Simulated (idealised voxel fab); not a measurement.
Herein follows the process module entitled voxel air gaps.
285 nm wide, 5 nm square cells: that's cross-section cut.
A cross-section is a grid of square cells, given in bands from the top down. A band is one or more rows of cells.
In this notation a band is specified by the heights of its top and bottom, in that order and in nm, after which its materials appear from left to right, each paired with its width in nm. The word "all across" attached to a single material means that material fills the band from edge to edge; the word "air" stands for empty space.
Height is counted from the level 0, under which the received wafer is composed throughout of one material. The lowest of the bands is not closed at the bottom but continues downward, in the notation "0..down".
A two-number width, for instance "30 to 40", indicates that the width is equal to the first number in the top row of the band and to the second number in the bottom row, and that it changes by a constant amount per row of cells.
"no change" for a step: no cell of the cross-section changed in that step.
Under "Sealed void inventory" you'll find the enclosed gaps, the ones with no way out to the top, that are 8 cells or bigger; each reads width x height at distance, with distance counted from the left edge, everything in nm.
Past the settings on a step's line: simulator remark, on that step.
"overlay nm" on a masked step: distance the mask lay right of its planned place, negative for left.
So the way this works: pairs, before and after one process step. The after picture only goes down to the lowest band that actually changed, nothing below. Step and its settings are under each pair. And watch out, pairs might come from different runs of this module, same starting wafer though, so a pair only follows on from the one above if its "Ex-ante state" entry tells you so.

**Ex-ante state**
  65..55 | 75 nm air | 35 nm Ru | 5 nm air | 35 nm Ru | 5 nm air | 35 nm Ru | 5 nm air | 35 nm Ru | 55 nm air
  55..20 | 85 nm lowk | 5 nm TiN | 5 nm Ru | 5 nm TiN | 25 nm lowk | 5 nm TiN | 5 nm Ru | 5 nm TiN | 25 nm lowk | 5 nm TiN | 5 nm Ru | 5 nm TiN | 25 nm lowk | 5 nm TiN | 5 nm Ru | 5 nm TiN | 65 nm lowk
  20..15 | 85 nm lowk | 15 nm TiN | 25 nm lowk | 15 nm TiN | 25 nm lowk | 15 nm TiN | 25 nm lowk | 15 nm TiN | 65 nm lowk
  15..10 | SiN all across
  10..0 | SiO2 all across
  0..down | Si all across
  Sealed void inventory: none

**Post-Step Appearance**
  65..55 | 75 nm air | 35 nm Ru | 5 nm air | 35 nm Ru | 5 nm air | 35 nm Ru | 5 nm air | 35 nm Ru | 55 nm air
  55..20 | 85 nm air | 5 nm TiN | 5 nm Ru | 5 nm TiN | 25 nm air | 5 nm TiN | 5 nm Ru | 5 nm TiN | 25 nm air | 5 nm TiN | 5 nm Ru | 5 nm TiN | 25 nm air | 5 nm TiN | 5 nm Ru | 5 nm TiN | 65 nm air
  20..15 | 85 nm air | 15 nm TiN | 25 nm air | 15 nm TiN | 25 nm air | 15 nm TiN | 25 nm air | 15 nm TiN | 65 nm air
  Note: structure below 15 unchanged.
  Sealed void inventory: none
Between the two cross-sections you see above, the step is SELECTIVE_ETCH,etch materials lowk,depth nm 50

Ex-ante state: the wafer arrives at this step looking as the after cross-section in the pair just above shows it.

**Post-Step Appearance**
  70..65 | 70 nm air | 165 nm SiN | 50 nm air
  65..55 | 70 nm air | 5 nm SiN | 35 nm Ru | 5 nm SiN | 35 nm Ru | 5 nm SiN | 35 nm Ru | 5 nm SiN | 35 nm Ru | 5 nm SiN | 50 nm air
  55..50 | 70 nm air | 15 nm SiN | 5 nm TiN | 5 nm Ru | 5 nm TiN | 25 nm SiN | 5 nm TiN | 5 nm Ru | 5 nm TiN | 25 nm SiN | 5 nm TiN | 5 nm Ru | 5 nm TiN | 25 nm SiN | 5 nm TiN | 5 nm Ru | 5 nm TiN | 15 nm SiN | 50 nm air
  50..20 | 80 nm air | 5 nm SiN | 5 nm TiN | 5 nm Ru | 5 nm TiN | 5 nm SiN | 15 nm air | 5 nm SiN | 5 nm TiN | 5 nm Ru | 5 nm TiN | 5 nm SiN | 15 nm air | 5 nm SiN | 5 nm TiN | 5 nm Ru | 5 nm TiN | 5 nm SiN | 15 nm air | 5 nm SiN | 5 nm TiN | 5 nm Ru | 5 nm TiN | 5 nm SiN | 60 nm air
  20..15 | 85 nm SiN | 15 nm TiN | 25 nm SiN | 15 nm TiN | 25 nm SiN | 15 nm TiN | 25 nm SiN | 15 nm TiN | 65 nm SiN
  Note: structure below 15 unchanged.
  Sealed void inventory: 15 x 30 at 105; 15 x 30 at 145; 15 x 30 at 185
Between the two cross-sections you see above, the step is CONFORMAL_DEP,material SiN,thk nm 5

**Ex-ante state**
  60..55 | 80 nm TiN | 5 nm air | 35 nm TiN | 5 nm air | 35 nm TiN | 5 nm air | 35 nm TiN | 5 nm air | 80 nm TiN
  55..20 | 75 nm lowk | 5 nm TiN | 5 nm air | 5 nm TiN | 25 nm lowk | 5 nm TiN | 5 nm air | 5 nm TiN | 25 nm lowk | 5 nm TiN | 5 nm air | 5 nm TiN | 25 nm lowk | 5 nm TiN | 5 nm air | 5 nm TiN | 75 nm lowk
  20..15 | 75 nm lowk | 15 nm TiN | 25 nm lowk | 15 nm TiN | 25 nm lowk | 15 nm TiN | 25 nm lowk | 15 nm TiN | 75 nm lowk
  15..10 | SiN all across
  10..0 | SiO2 all across
  0..down | Si all across
  Sealed void inventory: none

**Post-Step Appearance**
  70..60 | SiN all across
  60..55 | 80 nm TiN | 5 nm SiN | 35 nm TiN | 5 nm SiN | 35 nm TiN | 5 nm SiN | 35 nm TiN | 5 nm SiN | 80 nm TiN
  55..20 | 75 nm lowk | 5 nm TiN | 5 nm SiN | 5 nm TiN | 25 nm lowk | 5 nm TiN | 5 nm SiN | 5 nm TiN | 25 nm lowk | 5 nm TiN | 5 nm SiN | 5 nm TiN | 25 nm lowk | 5 nm TiN | 5 nm SiN | 5 nm TiN | 75 nm lowk
  Note: structure below 20 unchanged.
  Sealed void inventory: none
Between the two cross-sections you see above, the step is FILL_DEP,material SiN,thk nm 10

Ex-ante state: the wafer arrives at this step looking as the after cross-section in the pair just above shows it.

**Post-Step Appearance**
  55..20 | 75 nm lowk | 5 nm TiN | 5 nm SiN | 5 nm TiN | 25 nm lowk | 5 nm TiN | 5 nm SiN | 5 nm TiN | 25 nm lowk | 5 nm TiN | 5 nm SiN | 5 nm TiN | 25 nm lowk | 5 nm TiN | 5 nm SiN | 5 nm TiN | 75 nm lowk
  Note: structure below 20 unchanged.
  Sealed void inventory: none
Between the two cross-sections you see above, the step is CMP,height nm 55

Ex-ante state: the wafer arrives at this step looking as the after cross-section in the pair just above shows it.

**Post-Step Appearance**
  65..55 | 65 nm air | 35 nm Ru | 5 nm air | 35 nm Ru | 5 nm air | 35 nm Ru | 5 nm air | 35 nm Ru | 65 nm air
  Note: structure below 55 unchanged.
  Sealed void inventory: none
Between the two cross-sections you see above, the step is EPI,material Ru,thk nm 10

Ex-ante state: the wafer arrives at this step looking as the after cross-section in the pair just above shows it.

**Post-Step Appearance**
  65..55 | 65 nm air | 35 nm Ru | 5 nm air | 35 nm Ru | 5 nm air | 35 nm Ru | 5 nm air | 35 nm Ru | 65 nm air
  55..20 | 75 nm air | 5 nm TiN | 5 nm SiN | 5 nm TiN | 25 nm air | 5 nm TiN | 5 nm SiN | 5 nm TiN | 25 nm air | 5 nm TiN | 5 nm SiN | 5 nm TiN | 25 nm air | 5 nm TiN | 5 nm SiN | 5 nm TiN | 75 nm air
  20..15 | 75 nm air | 15 nm TiN | 25 nm air | 15 nm TiN | 25 nm air | 15 nm TiN | 25 nm air | 15 nm TiN | 75 nm air
  Note: structure below 15 unchanged.
  Sealed void inventory: none
Between the two cross-sections you see above, the step is SELECTIVE_ETCH,etch materials lowk,depth nm 50

Ex-ante state: the wafer arrives at this step looking as the after cross-section in the pair just above shows it.

**Post-Step Appearance**
  70..65 | 60 nm air | 165 nm SiN | 60 nm air
  65..55 | 60 nm air | 5 nm SiN | 35 nm Ru | 5 nm SiN | 35 nm Ru | 5 nm SiN | 35 nm Ru | 5 nm SiN | 35 nm Ru | 5 nm SiN | 60 nm air
  55..50 | 60 nm air | 15 nm SiN | 5 nm TiN | 5 nm SiN | 5 nm TiN | 25 nm SiN | 5 nm TiN | 5 nm SiN | 5 nm TiN | 25 nm SiN | 5 nm TiN | 5 nm SiN | 5 nm TiN | 25 nm SiN | 5 nm TiN | 5 nm SiN | 5 nm TiN | 15 nm SiN | 60 nm air
  50..20 | 70 nm air | 5 nm SiN | 5 nm TiN | 5 nm SiN | 5 nm TiN | 5 nm SiN | 15 nm air | 5 nm SiN | 5 nm TiN | 5 nm SiN | 5 nm TiN | 5 nm SiN | 15 nm air | 5 nm SiN | 5 nm TiN | 5 nm SiN | 5 nm TiN | 5 nm SiN | 15 nm air | 5 nm SiN | 5 nm TiN | 5 nm SiN | 5 nm TiN | 5 nm SiN | 70 nm air
  20..15 | 75 nm SiN | 15 nm TiN | 25 nm SiN | 15 nm TiN | 25 nm SiN | 15 nm TiN | 25 nm SiN | 15 nm TiN | 75 nm SiN
  Note: structure below 15 unchanged.
  Sealed void inventory: 15 x 30 at 95; 15 x 30 at 135; 15 x 30 at 175
Between the two cross-sections you see above, the step is CONFORMAL_DEP,material SiN,thk nm 5

**Ex-ante state**
  65..55 | aC all across
  55..15 | lowk all across
  15..10 | SiN all across
  10..0 | SiO2 all across
  0..down | Si all across
  Sealed void inventory: none

**Post-Step Appearance**
  90..65 | 75 nm air | 15 nm resist | 25 nm air | 15 nm resist | 25 nm air | 15 nm resist | 25 nm air | 15 nm resist | 75 nm air
  Note: structure below 65 unchanged.
  Sealed void inventory: none
Between the two cross-sections you see above, the step is PATTERN,tone cover,mask id LINES,material resist,width nm 15,pitch nm 40,thk nm 25,overlay nm 0

Ex-ante state: the wafer arrives at this step looking as the after cross-section in the pair just above shows it.

**Post-Step Appearance**
  80..65 | 75 nm air | 15 nm resist | 25 nm air | 15 nm resist | 25 nm air | 15 nm resist | 25 nm air | 15 nm resist | 75 nm air
  65..55 | 75 nm air | 15 nm aC | 25 nm air | 15 nm aC | 25 nm air | 15 nm aC | 25 nm air | 15 nm aC | 75 nm air
  Note: structure below 55 unchanged.
  Sealed void inventory: none
Between the two cross-sections you see above, the step is DIRECTIONAL_ETCH,etch materials aC,depth nm 10

Ex-ante state: the wafer arrives at this step looking as the after cross-section in the pair just above shows it.

**Post-Step Appearance**
  65..55 | 75 nm air | 15 nm aC | 25 nm air | 15 nm aC | 25 nm air | 15 nm aC | 25 nm air | 15 nm aC | 75 nm air
  Note: structure below 55 unchanged.
  Sealed void inventory: none
Between the two cross-sections you see above, the step is STRIP,etch materials resist

Ex-ante state: the wafer arrives at this step looking as the after cross-section in the pair just above shows it.

**Post-Step Appearance**
  65..55 | 75 nm air | 15 nm aC | 25 nm air | 15 nm aC | 25 nm air | 15 nm aC | 25 nm air | 15 nm aC | 75 nm air
  55..15 | 75 nm air | 15 nm lowk | 25 nm air | 15 nm lowk | 25 nm air | 15 nm lowk | 25 nm air | 15 nm lowk | 75 nm air
  Note: structure below 15 unchanged.
  Sealed void inventory: none
Between the two cross-sections you see above, the step is DIRECTIONAL_ETCH,etch materials lowk,depth nm 40

Ex-ante state: the wafer arrives at this step looking as the after cross-section in the pair just above shows it.

**Post-Step Appearance**
  55..15 | 75 nm air | 15 nm lowk | 25 nm air | 15 nm lowk | 25 nm air | 15 nm lowk | 25 nm air | 15 nm lowk | 75 nm air
  Note: structure below 15 unchanged.
  Sealed void inventory: none
Between the two cross-sections you see above, the step is STRIP,etch materials aC

Ex-ante state: the wafer arrives at this step looking as the after cross-section in the pair just above shows it.

**Post-Step Appearance**
  60..55 | 70 nm air | 25 nm TiN | 15 nm air | 25 nm TiN | 15 nm air | 25 nm TiN | 15 nm air | 25 nm TiN | 70 nm air
  55..20 | 70 nm air | 5 nm TiN | 15 nm lowk | 5 nm TiN | 15 nm air | 5 nm TiN | 15 nm lowk | 5 nm TiN | 15 nm air | 5 nm TiN | 15 nm lowk | 5 nm TiN | 15 nm air | 5 nm TiN | 15 nm lowk | 5 nm TiN | 70 nm air
  20..15 | 75 nm TiN | 15 nm lowk | 25 nm TiN | 15 nm lowk | 25 nm TiN | 15 nm lowk | 25 nm TiN | 15 nm lowk | 75 nm TiN
  Note: structure below 15 unchanged.
  Sealed void inventory: none
Between the two cross-sections you see above, the step is CONFORMAL_DEP,material TiN,thk nm 5

Ex-ante state: the wafer arrives at this step looking as the after cross-section in the pair just above shows it.

**Post-Step Appearance**
  70..60 | Ru all across
  60..55 | 70 nm Ru | 25 nm TiN | 15 nm Ru | 25 nm TiN | 15 nm Ru | 25 nm TiN | 15 nm Ru | 25 nm TiN | 70 nm Ru
  55..20 | 70 nm Ru | 5 nm TiN | 15 nm lowk | 5 nm TiN | 15 nm Ru | 5 nm TiN | 15 nm lowk | 5 nm TiN | 15 nm Ru | 5 nm TiN | 15 nm lowk | 5 nm TiN | 15 nm Ru | 5 nm TiN | 15 nm lowk | 5 nm TiN | 70 nm Ru
  Note: structure below 20 unchanged.
  Sealed void inventory: none
Between the two cross-sections you see above, the step is FILL_DEP,material Ru,thk nm 10

Ex-ante state: the wafer arrives at this step looking as the after cross-section in the pair just above shows it.

**Post-Step Appearance**
  55..20 | 70 nm Ru | 5 nm TiN | 15 nm lowk | 5 nm TiN | 15 nm Ru | 5 nm TiN | 15 nm lowk | 5 nm TiN | 15 nm Ru | 5 nm TiN | 15 nm lowk | 5 nm TiN | 15 nm Ru | 5 nm TiN | 15 nm lowk | 5 nm TiN | 70 nm Ru
  Note: structure below 20 unchanged.
  Sealed void inventory: none
Between the two cross-sections you see above, the step is CMP,height nm 55

Ex-ante state: the wafer arrives at this step looking as the after cross-section in the pair just above shows it.

**Post-Step Appearance**
  65..55 | Ru all across
  Note: structure below 55 unchanged.
  Sealed void inventory: none
Between the two cross-sections you see above, the step is EPI,material Ru,thk nm 10

Ex-ante state: the wafer arrives at this step looking as the after cross-section in the pair just above shows it.

**Post-Step Appearance**
  70..65 | SiN all across
  Note: structure below 65 unchanged.
  Sealed void inventory: none
Between the two cross-sections you see above, the step is CONFORMAL_DEP,material SiN,thk nm 5
